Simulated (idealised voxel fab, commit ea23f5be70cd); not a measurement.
The following process module bears the name voxel gate over fins.
cross-section cut | 235 nm wide | cells 5 nm
Reading order for cross-sections: top band down to bottom band. Underlying form: a grid of square cells. Band size: one or more rows of cells.
Band entry format. Leading values: height of top, height of bottom, nm. Remainder: materials in left-to-right order, each with its width in nm. Special words: "edge to edge" on a single material, which then fills the band edge to edge; "blank", empty space.
Beneath 0, the wafer as received is one material, and that level is where height counting begins. The lowest band goes on downward without a bottom; it is written like "from 0 down".
Graded width ("30->40"): value in top row of band = first number; value in bottom row = second number; row-to-row change constant.
The cross-section has no changed cell in any step marked "everything unchanged".
Reported under the label "Enclosed empty spaces" are the empty spaces having no open way to the top and comprising 8 cells or more; the notation for each is width x height at distance, in which the distance is measured from the left edge and all three values are in nm.
Read whatever lies past the settings on a step's line as the simulator's own remark about the step.
The setting "overlay nm" may be written on the line of a step. When the step uses a mask, the value reports how far to the right of the planned place the mask lay, and a negative value reports that it lay to the left.

The planned process steps are enumerated hereunder:
- 1: op RECEIVE | material Si
- 2: op CONFORMAL_DEP | material SiN | thk nm 5
- 3: op PATTERN | tone cover | mask id FINS | material resist | width nm 15 | pitch nm 35 | thk nm 15 | overlay nm 0
- 4: op DIRECTIONAL_ETCH | etch materials SiN | depth nm 5
- 5: op DIRECTIONAL_ETCH | etch materials Si | depth nm 35
- 6: op STRIP | etch materials resist
- 7: op FILL_DEP | material SiO2 | thk nm 5
- 8: op CMP | height nm 5
- 9: op SELECTIVE_ETCH | etch materials SiO2 | depth nm 15
- 10: op STRIP | etch materials SiN
- 11: op CONFORMAL_DEP | material HfO2 | thk nm 5
- 12: op CONFORMAL_DEP | material TiN | thk nm 5
- 13: op FILL_DEP | material W | thk nm 10
- 14: op CMP | height nm 15
- 15: op CONFORMAL_DEP | material SiN | thk nm 5

Wafer at receipt (post step 1), cross-section:
    from 0 down = Si edge to edge
    Enclosed empty spaces: none

The cross-section shown corresponds to the wafer at the conclusion of the module. The initial structure and the process plan are those presented above; however, one mistake occurred in executing the plan:
    from 20 to 15 = SiN edge to edge
    from 15 to 10 = W edge to edge
    from 10 to 5 = W: 65 | TiN: 105 | W: 65
    from 5 to 0 = W: 65 | TiN: 5 | HfO2: 25 | TiN: 10 | HfO2: 25 | TiN: 10 | HfO2: 25 | TiN: 5 | W: 65
    from 0 to -10 = W: 65 | TiN: 5 | HfO2: 5 | Si: 15 | HfO2: 5 | TiN: 10 | HfO2: 5 | Si: 15 | HfO2: 5 | TiN: 10 | HfO2: 5 | Si: 15 | HfO2: 5 | TiN: 5 | W: 65
    from -10 to -15 = TiN: 70 | HfO2: 5 | Si: 15 | HfO2: 5 | TiN: 10 | HfO2: 5 | Si: 15 | HfO2: 5 | TiN: 10 | HfO2: 5 | Si: 15 | HfO2: 5 | TiN: 70
    from -15 to -20 = HfO2: 75 | Si: 15 | HfO2: 20 | Si: 15 | HfO2: 20 | Si: 15 | HfO2: 75
    from -20 to -35 = SiO2: 75 | Si: 15 | SiO2: 20 | Si: 15 | SiO2: 20 | Si: 15 | SiO2: 75
    from -35 down = Si edge to edge
    Enclosed empty spaces: none
What broke from the plan during processing? not per plan at step 9, really ran op SELECTIVE_ETCH | etch materials SiO2 | depth nm 25
